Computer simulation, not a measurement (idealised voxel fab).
voxel self aligned vias: a process module
Square cells of 5 nm make up the cross-section cut, whose width is 300 nm.
Just so we're on the same page, the cross-sections are grids of square cells, and they're listed out in bands top to bottom, each band one or more rows deep. This entry defines a band. It first specifies the height of the band's top and the height of its bottom in nm, and then specifies the band's materials from left to right, stating each material with its width in nm. The word "throughout" identifies a single material that fills the band from edge to edge, while the word "empty" identifies empty space. Height reference: 0 = level under which incoming wafer is all one material. Lowest band: no bottom, runs on downward, e.g. "0 and below". The two numbers in a width such as "30..40" mark its ends across the band: the first belongs to the top row of cells, the second to the bottom row, and from each row to the next the width moves by the same amount. It should be understood that the words "remains unaltered", when stated for a given step, signify that the cross-section underwent no change in any of its cells during that step. "Closed empty spaces" - sealed voids, min. 8 cells, no opening to top; format: width x height at distance (distance from left edge; nm throughout). Past the settings on a step's line: simulator remark, on that step. On any step carrying a mask, the "overlay nm" setting, if present on the step's line, tells how far right of its planned place the mask lay; negative values point to the left.

Steps in the process plan
1: RECEIVE: material Si
2: CONFORMAL_DEP: material SiO2, thk nm 15
3: CONFORMAL_DEP: material SiCN, thk nm 5
4: DIRECTIONAL_DEP: material lowk, thk nm 30
5: MASKED_ETCH: tone open, mask id LINES, width nm 20, pitch nm 65, etch materials lowk, depth nm 30, overlay nm 0
6: CONFORMAL_DEP: material TiN, thk nm 5
7: FILL_DEP: material W, thk nm 10
8: CMP: height nm 50
9: SELECTIVE_ETCH: etch materials W Ru TiN, depth nm 5
10: FILL_DEP: material SiN, thk nm 10
11: CMP: height nm 50
12: DIRECTIONAL_DEP: material lowk, thk nm 15
13: PATTERN: tone open, mask id VIAS, material resist, width nm 40, pitch nm 65, thk nm 15, overlay nm 0
14: DIRECTIONAL_ETCH: etch materials lowk, depth nm 15
15: DIRECTIONAL_ETCH: etch materials SiN, depth nm 5
16: STRIP: etch materials resist
17: CONFORMAL_DEP: material TiN, thk nm 5
18: FILL_DEP: material Cu, thk nm 10
19: CMP: height nm 65
20: CONFORMAL_DEP: material SiN, thk nm 5

Cross-sectional view of the wafer in its as-received condition, corresponding to the state after step 1
  0 and below: Si throughout
  Closed empty spaces: none

a wafer at the end: this start, this plan, one mistake
  70 down to 65: SiN throughout
  65 down to 55: 65 lowk / 5 TiN / 30 Cu / 5 TiN / 25 lowk / 5 TiN / 30 Cu / 5 TiN / 25 lowk / 5 TiN / 30 Cu / 5 TiN / 65 lowk
  55 down to 50: 65 lowk / 15 TiN / 10 Cu / 15 TiN / 25 lowk / 15 TiN / 10 Cu / 15 TiN / 25 lowk / 15 TiN / 10 Cu / 15 TiN / 65 lowk
  50 down to 45: 75 lowk / 20 TiN / 45 lowk / 20 TiN / 45 lowk / 20 TiN / 75 lowk
  45 down to 25: 75 lowk / 5 TiN / 10 Ru / 5 TiN / 45 lowk / 5 TiN / 10 Ru / 5 TiN / 45 lowk / 5 TiN / 10 Ru / 5 TiN / 75 lowk
  25 down to 20: 75 lowk / 20 TiN / 45 lowk / 20 TiN / 45 lowk / 20 TiN / 75 lowk
  20 down to 15: SiCN throughout
  15 down to 0: SiO2 throughout
  0 and below: Si throughout
  Closed empty spaces: none
Finding, execution versus plan: it should be noted that step 7 was executed with settings other than those planned, the operation and settings actually applied being FILL_DEP: material Ru, thk nm 10
